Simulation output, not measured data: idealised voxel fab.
Documented hereafter: the process module known as voxel self aligned vias.
260 nm wide, 5 nm square cells: that's cross-section cut.
Heads up, the way a cross-section reads in here is a grid of square cells, handed over as bands from the top down, with every band being one or more rows of cells. This entry defines a band. It first specifies the height of the band's top and the height of its bottom in nm, and then specifies the band's materials from left to right, stating each material with its width in nm. The word "edge to edge" identifies a single material that fills the band from edge to edge, while the word "air" identifies empty space. Heads up on the height convention: 0 is the point under which the incoming wafer is all one material, and the lowest band has no bottom, it just keeps going down, like "0 -> down". The width entry "30 to 40" should be interpreted row by row: the top row of cells in the band takes the first number, the bottom row takes the second number, and the change between adjacent rows is uniform throughout. Any step labelled "nothing was modified" changed none of the cells in the cross-section. What "Enclosed empty spaces" gives you is every empty space of 8 cells or more that is cut off from the top. Each appears as width x height at distance, with the distance taken from the left edge and width, height and distance all in nm. Post-settings text on a step line: simulator's own remark regarding the step. overlay nm, on a step with a mask: how far to the right of its planned place the mask lay; to the left if negative.
These are the steps we planned for the process:
- 1: RECEIVE, material Si
- 2: CONFORMAL_DEP, material SiO2, thk nm 10
- 3: CONFORMAL_DEP, material SiCN, thk nm 5
- 4: DIRECTIONAL_DEP, material lowk, thk nm 30
- 5: DIRECTIONAL_DEP, material aC, thk nm 15
- 6: PATTERN, tone open, mask id LINES, material resist, width nm 20, pitch nm 60, thk nm 30, overlay nm 0
- 7: DIRECTIONAL_ETCH, etch materials aC, depth nm 15
- 8: STRIP, etch materials resist
- 9: DIRECTIONAL_ETCH, etch materials lowk, depth nm 20
- 10: STRIP, etch materials aC
- 11: CONFORMAL_DEP, material TiN, thk nm 5
- 12: FILL_DEP, material Ru, thk nm 5
- 13: CMP, height nm 45
- 14: SELECTIVE_ETCH, etch materials W Ru TiN, depth nm 5
- 15: FILL_DEP, material SiN, thk nm 5
- 16: CMP, height nm 45
- 17: DIRECTIONAL_DEP, material lowk, thk nm 20
- 18: MASKED_ETCH, tone open, mask id VIAS, width nm 40, pitch nm 60, etch materials lowk, depth nm 20, overlay nm 0
- 19: MASKED_ETCH, tone open, mask id VIAS, width nm 40, pitch nm 60, etch materials SiN, depth nm 5, overlay nm 0
- 20: CONFORMAL_DEP, material TiN, thk nm 5
- 21: FILL_DEP, material W, thk nm 5
- 22: CMP, height nm 65
- 23: CONFORMAL_DEP, material SiN, thk nm 5
The wafers are alike at the start. At step 9, their depth nm differs. The plan lists the first wafer's value.
Incoming state of the first of several wafers in cross-section: after step 1:
- 0 -> down = Si edge to edge
- Enclosed empty spaces: none
Below, a row for every wafer. Read it as the end-of-module picture: for each material the wafer shows its cells gained (+) or lost (-) since it was received, and then its closed voids:
depth nm 20, +8 Ru, +52 SiCN, +52 SiN, +104 SiO2, +48 TiN, +40 W, +424 lowk, Enclosed empty spaces: none
depth nm 25, +12 Ru, +52 SiCN, +52 SiN, +104 SiO2, +52 TiN, +40 W, +416 lowk, Enclosed empty spaces: none
depth nm 30, +16 Ru, +52 SiCN, +52 SiN, +104 SiO2, +56 TiN, +40 W, +408 lowk, Enclosed empty spaces: none
depth nm 35, +16 Ru, +52 SiCN, +52 SiN, +104 SiO2, +56 TiN, +40 W, +408 lowk, Enclosed empty spaces: none
depth nm 40, +16 Ru, +52 SiCN, +52 SiN, +104 SiO2, +56 TiN, +40 W, +408 lowk, Enclosed empty spaces: none
depth nm 45, +16 Ru, +52 SiCN, +52 SiN, +104 SiO2, +56 TiN, +40 W, +408 lowk, Enclosed empty spaces: none
